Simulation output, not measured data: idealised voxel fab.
The following process module bears the name voxel lift off.
Square cells of 5 nm make up the cross-section cut, whose width is 285 nm.
A cross-section is a grid of square cells, given in bands from the top down. A band is one or more rows of cells. What a band's entry tells you: where the top is and where the bottom is, as heights in nm, and after that what lies inside, material by material from left to right, each with its width in nm. Empty space is written as the word "blank", and a single material marked with the word "all across" occupies the band from edge to edge. Convention: height 0 is the level below which the wafer, as received, is all one material. The lowest band does not terminate at the bottom but continues downward, represented as "z 0 and below". With a width like "30->40", each row of cells in the band differs from the next by the same amount, the top row carrying the first number and the bottom row the second. It should be understood that the words "nothing different", when stated for a given step, signify that the cross-section underwent no change in any of its cells during that step. Empty spaces counting at least 8 cells and having no open way to the top are listed in "Trapped cavities". The notation width x height at distance is used for each, the distance being from the left edge and all three values in nm. On a step's line, text after the settings is the simulator commenting on that step. The setting "overlay nm" may be written on the line of a step. When the step uses a mask, the value reports how far to the right of the planned place the mask lay, and a negative value reports that it lay to the left.
[Below is the list of planned process steps]
1: RECEIVE (material Si)
2: CONFORMAL_DEP (material SiO2; thk nm 15)
3: PATTERN (tone open; mask id LINES; material resist; width nm 20; pitch nm 35; thk nm 30; overlay nm 0)
4: DIRECTIONAL_DEP (material Ru; thk nm 15)
5: STRIP (etch materials resist)
6: CONFORMAL_DEP (material SiN; thk nm 10)
[Account of the first of two wafers, which was processed as intended]
[Cross-section of the wafer at receipt, which is the condition after step 1]
z 0 and below: Si all across
Trapped cavities: none
[You're looking at a cross-section of the wafer after step 2]
z 15 to 0: SiO2 all across
below 0: unchanged
[You're looking at a cross-section of the wafer after step 3]
z 45 to 15: resist 95 nm, then blank 20 nm, then resist 15 nm, then blank 20 nm, then resist 15 nm, then blank 20 nm, then resist 100 nm
below 15: unchanged
[You're looking at a cross-section of the wafer after step 4]
z 60 to 45: Ru 95 nm, then blank 20 nm, then Ru 15 nm, then blank 20 nm, then Ru 15 nm, then blank 20 nm, then Ru 100 nm
z 45 to 30: resist 95 nm, then blank 20 nm, then resist 15 nm, then blank 20 nm, then resist 15 nm, then blank 20 nm, then resist 100 nm
z 30 to 15: resist 95 nm, then Ru 20 nm, then resist 15 nm, then Ru 20 nm, then resist 15 nm, then Ru 20 nm, then resist 100 nm
below 15: unchanged
[You're looking at a cross-section of the wafer after step 5]
z 30 to 15: blank 95 nm, then Ru 20 nm, then blank 15 nm, then Ru 20 nm, then blank 15 nm, then Ru 20 nm, then blank 100 nm
below 15: unchanged
[You're looking at a cross-section of the wafer after step 6]
z 40 to 30: blank 85 nm, then SiN 110 nm, then blank 90 nm
z 30 to 25: blank 85 nm, then SiN 10 nm, then Ru 20 nm, then SiN 15 nm, then Ru 20 nm, then SiN 15 nm, then Ru 20 nm, then SiN 10 nm, then blank 90 nm
z 25 to 15: SiN 95 nm, then Ru 20 nm, then SiN 15 nm, then Ru 20 nm, then SiN 15 nm, then Ru 20 nm, then SiN 100 nm
below 15: unchanged
[The second wafer was prepared from the same starting point and under the same plan as the first; its processing contained one mistake, and it remains indistinguishable from the first wafer up to and including step 3]
Second wafer, cut view, end of step 4 per plan: nothing different
[Second wafer, cut view, end of step 5 per plan]
z 15 to 0: SiO2 all across
below 0: unchanged
[Second wafer, cut view, end of step 6 per plan]
z 25 to 15: SiN all across
below 15: unchanged
Deviation noted in wafer processing: plan step 4 never ran because it was skipped
End check, counted in cells, second wafer has more or fewer of these materials than the first: Ru -36; SiN -30
